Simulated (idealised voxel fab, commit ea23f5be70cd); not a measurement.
Process module in this document: voxel released beams
Displayed cross-section: cut, width of 210 nm, square cells sized 5 nm.
We lay out every cross-section as a grid of square cells and spell it out in bands from the top down, where one band means one or more rows of cells.
The band entry comprises the height of the band's top followed by the height of its bottom, expressed in nm, and subsequently the band's materials from left to right, each stated together with its width in nm. Where a single material is marked with the word "throughout", that material fills the band from edge to edge. The word "empty" represents empty space.
Height reference: 0 = level under which incoming wafer is all one material. Lowest band: no bottom, runs on downward, e.g. "0 nm and below".
Width spec "30 to 40" -> top row of cells at first value, bottom row at second value, equal per-row change in between.
A step reported as "no change occurred" is a step in which no cell of the cross-section changed.
Empty spaces without an open route to the top, at least 8 cells in extent, make up the entry "Internal closed voids"; each is given as width x height at distance, where the distance is measured from the left edge, and all are in nm.
What comes after the settings on a step's line is commentary from the simulator itself on that step.
You can add "overlay nm" to a step's line. For a step with a mask, it describes how far the mask lay to the right of its planned position, and a negative number describes a lay to the left.

This section lists the process steps that were planned:
1 RECEIVE [material Si]
2 CONFORMAL_DEP [material Al2O3] [thk nm 10]
3 DIRECTIONAL_DEP [material SiO2] [thk nm 20]
4 PATTERN [tone open] [mask id ANCHOR] [material resist] [width nm 35] [thk nm 20] [overlay nm 0]
5 DIRECTIONAL_ETCH [etch materials SiO2] [depth nm 20]
6 STRIP [etch materials resist]
7 CONFORMAL_DEP [material polySi] [thk nm 15]
8 MASKED_ETCH [tone cover] [mask id BEAM] [width nm 115] [etch materials polySi] [depth nm 15] [overlay nm 0]
9 STRIP [etch materials SiO2]

First wafer of two (run as planned):

Wafer as received: cross-section following step 1:
* 0 nm and below | Si throughout
* Internal closed voids: none

The wafer, seen in cross-section, after step 2:
* 10 nm to 0 nm | Al2O3 throughout
* Below a height of 0, the structure has not been altered.

The wafer, seen in cross-section, after step 3:
* 30 nm to 10 nm | SiO2 throughout
* Below a height of 10, the structure has not been altered.

The wafer, seen in cross-section, after step 4:
* 50 nm to 30 nm | 50 nm resist / 35 nm empty / 125 nm resist
* Below a height of 30, the structure has not been altered.

The wafer, seen in cross-section, after step 5:
* 50 nm to 30 nm | 50 nm resist / 35 nm empty / 125 nm resist
* 30 nm to 10 nm | 50 nm SiO2 / 35 nm empty / 125 nm SiO2
* Below a height of 10, the structure has not been altered.

The wafer, seen in cross-section, after step 6:
* 30 nm to 10 nm | 50 nm SiO2 / 35 nm empty / 125 nm SiO2
* Below a height of 10, the structure has not been altered.

The wafer, seen in cross-section, after step 7:
* 45 nm to 30 nm | 65 nm polySi / 5 nm empty / 140 nm polySi
* 30 nm to 25 nm | 50 nm SiO2 / 15 nm polySi / 5 nm empty / 15 nm polySi / 125 nm SiO2
* 25 nm to 10 nm | 50 nm SiO2 / 35 nm polySi / 125 nm SiO2
* Below a height of 10, the structure has not been altered.

The wafer, seen in cross-section, after step 8:
* 45 nm to 30 nm | 45 nm empty / 20 nm polySi / 5 nm empty / 90 nm polySi / 50 nm empty
* Below a height of 30, the structure has not been altered.

The wafer, seen in cross-section, after step 9:
* 45 nm to 30 nm | 45 nm empty / 20 nm polySi / 5 nm empty / 90 nm polySi / 50 nm empty
* 30 nm to 25 nm | 50 nm empty / 15 nm polySi / 5 nm empty / 15 nm polySi / 125 nm empty
* 25 nm to 10 nm | 50 nm empty / 35 nm polySi / 125 nm empty
* Below a height of 10, the structure has not been altered.

The second wafer was prepared from the same starting point and under the same plan as the first; its processing contained one mistake, and it remains indistinguishable from the first wafer up to and including step 7:

Cross-section, second wafer, at the end time the plan gives for step 8:
* 45 nm to 30 nm | 40 nm empty / 25 nm polySi / 5 nm empty / 85 nm polySi / 55 nm empty
* Below a height of 30, the structure has not been altered.

Cross-section, second wafer, at the end time the plan gives for step 9:
* 45 nm to 30 nm | 40 nm empty / 25 nm polySi / 5 nm empty / 85 nm polySi / 55 nm empty
* 30 nm to 25 nm | 50 nm empty / 15 nm polySi / 5 nm empty / 15 nm polySi / 125 nm empty
* 25 nm to 10 nm | 50 nm empty / 35 nm polySi / 125 nm empty
* Below a height of 10, the structure has not been altered.
Where did the run depart from the plan? step 8 went in with a setting other than planned; the actual run was MASKED_ETCH [tone cover] [mask id BEAM] [width nm 115] [etch materials polySi] [depth nm 15] [overlay nm -5]
Same inventory, different map: at the end, the second wafer holds as many cells of each material as the first, placed elsewhere.
